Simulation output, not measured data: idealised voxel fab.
Presented below is a process module, voxel transistor to metal.
295 nm wide, 5 nm square cells: that's cross-section cut.
Think of the cross-section as a grid of square cells. We describe it in bands, top to bottom, and each band covers one or more rows of those cells.
Top height, bottom height, nm. Materials left to right, width each, nm. Single material + "everywhere" = fills band edge to edge. "air" = empty.
Beneath 0, the wafer as received is one material, and that level is where height counting begins. The lowest band goes on downward without a bottom; it is written like "0 -> down".
Graded width ("30..40"): value in top row of band = first number; value in bottom row = second number; row-to-row change constant.
"left unchanged" after a step means that no cell of the cross-section changed.
"Completely enclosed voids" enumerates empty spaces isolated from the top, with no open way to it, that contain at least 8 cells, giving each as width x height at distance from the left edge, all three in nm.
Formally, on a step line, whatever follows the settings is a remark that the simulator itself makes on the step.
A step line may carry the setting "overlay nm", which, for steps involving a mask, states the distance by which the mask lay to the right of its intended position; negative values denote displacement to the left.
PLANNED PROCESS STEPS
step 1: RECEIVE: material Si
step 2: CONFORMAL_DEP: material SiO2, thk nm 5
step 3: CONFORMAL_DEP: material SiN, thk nm 15
step 4: PATTERN: tone cover, mask id ACTIVE, material resist, width nm 100, pitch nm 140, thk nm 20, overlay nm 0
step 5: DIRECTIONAL_ETCH: etch materials SiN, depth nm 15
step 6: DIRECTIONAL_ETCH: etch materials SiO2, depth nm 5
step 7: DIRECTIONAL_ETCH: etch materials Si, depth nm 35
step 8: STRIP: etch materials resist
step 9: OXIDIZE: depth nm 5
step 10: FILL_DEP: material SiO2, thk nm 15
step 11: CMP: height nm 20
step 12: SELECTIVE_ETCH: etch materials SiO2, depth nm 10
step 13: STRIP: etch materials SiN
step 14: SELECTIVE_ETCH: etch materials SiO2, depth nm 5
step 15: OXIDIZE: depth nm 5
step 16: DIRECTIONAL_DEP: material polySi, thk nm 30
step 17: DIRECTIONAL_DEP: material SiCN, thk nm 15
step 18: MASKED_ETCH: tone cover, mask id GATE, width nm 20, pitch nm 140, etch materials SiCN, depth nm 25, overlay nm 0
step 19: MASKED_ETCH: tone cover, mask id GATE, width nm 20, pitch nm 140, etch materials polySi, depth nm 40, overlay nm 0
step 20: CONFORMAL_DEP: material SiO2, thk nm 5
step 21: DIRECTIONAL_ETCH: etch materials SiO2, depth nm 5
step 22: CONFORMAL_DEP: material SiN, thk nm 5
step 23: DIRECTIONAL_ETCH: etch materials SiN, depth nm 5
step 24: DIRECTIONAL_ETCH: etch materials SiO2, depth nm 5
step 25: EPI: material nSi, thk nm 5
step 26: FILL_DEP: material SiO2, thk nm 5
step 27: CMP: height nm 45
step 28: DIRECTIONAL_DEP: material SiO2, thk nm 15
step 29: PATTERN: tone open, mask id CONTACT, material resist, width nm 35, thk nm 15, overlay nm 0
step 30: DIRECTIONAL_ETCH: etch materials SiO2, depth nm 60
step 31: STRIP: etch materials resist
step 32: CONFORMAL_DEP: material TiN, thk nm 5
step 33: FILL_DEP: material Ru, thk nm 5
step 34: CMP: height nm 60
step 35: DIRECTIONAL_DEP: material TiN, thk nm 5
step 36: DIRECTIONAL_DEP: material Ru, thk nm 15
step 37: MASKED_ETCH: tone cover, mask id METAL_1, width nm 20, etch materials Ru, depth nm 15, overlay nm 0
step 38: MASKED_ETCH: tone cover, mask id METAL_1, width nm 20, etch materials TiN, depth nm 5, overlay nm 0
step 39: FILL_DEP: material SiO2, thk nm 5
step 40: CMP: height nm 80
step 41: CONFORMAL_DEP: material SiCN, thk nm 5
step 42: DIRECTIONAL_DEP: material lowk, thk nm 30
step 43: DIRECTIONAL_DEP: material aC, thk nm 10
step 44: PATTERN: tone open, mask id METAL_2, material resist, width nm 20, pitch nm 140, thk nm 30, overlay nm 0
step 45: DIRECTIONAL_ETCH: etch materials aC, depth nm 10
step 46: STRIP: etch materials resist
step 47: DIRECTIONAL_ETCH: etch materials lowk, depth nm 15
step 48: STRIP: etch materials aC
step 49: PATTERN: tone open, mask id METAL_2_HOLES, material resist, width nm 15, pitch nm 140, thk nm 15, overlay nm 0
step 50: DIRECTIONAL_ETCH: etch materials lowk, depth nm 15
step 51: DIRECTIONAL_ETCH: etch materials SiCN, depth nm 5
step 52: STRIP: etch materials resist
step 53: CONFORMAL_DEP: material TiN, thk nm 5
step 54: FILL_DEP: material Ru, thk nm 10
step 55: CMP: height nm 115
step 56: CONFORMAL_DEP: material SiN, thk nm 5
The wafers are alike at the start. At step 4, their width nm differs. The plan lists the first wafer's value.
FIRST OF SEVERAL WAFERS (AS RECEIVED, POST STEP 1), CROSS-SECTIONAL VIEW
	0 -> down = Si everywhere
	Completely enclosed voids: none
QUICK KEY FOR THE TABLE: A ROW PER WAFER, TAKEN AT THE END OF THE MODULE. FOR EACH MATERIAL IT TELLS YOU HOW MANY CELLS THE WAFER GAINED (+) OR LOST (-) SINCE IT CAME IN, AND THE CLOSED VOIDS COME AFTER
width nm 100 | +244 Ru | -220 Si | +77 SiCN | +99 SiN | +672 SiO2 | +164 TiN | +312 lowk | +20 nSi | +48 polySi | Completely enclosed voids: none
width nm 105 | +246 Ru | -206 Si | +77 SiCN | +99 SiN | +654 SiO2 | +164 TiN | +312 lowk | +22 nSi | +48 polySi | Completely enclosed voids: none
width nm 110 | +248 Ru | -192 Si | +77 SiCN | +99 SiN | +636 SiO2 | +164 TiN | +312 lowk | +24 nSi | +48 polySi | Completely enclosed voids: none
width nm 115 | +248 Ru | -178 Si | +77 SiCN | +99 SiN | +620 SiO2 | +164 TiN | +312 lowk | +26 nSi | +48 polySi | Completely enclosed voids: none
width nm 120 | +248 Ru | -164 Si | +77 SiCN | +99 SiN | +604 SiO2 | +164 TiN | +312 lowk | +28 nSi | +48 polySi | Completely enclosed voids: none
width nm 125 | +248 Ru | -150 Si | +77 SiCN | +99 SiN | +588 SiO2 | +164 TiN | +312 lowk | +30 nSi | +48 polySi | Completely enclosed voids: none
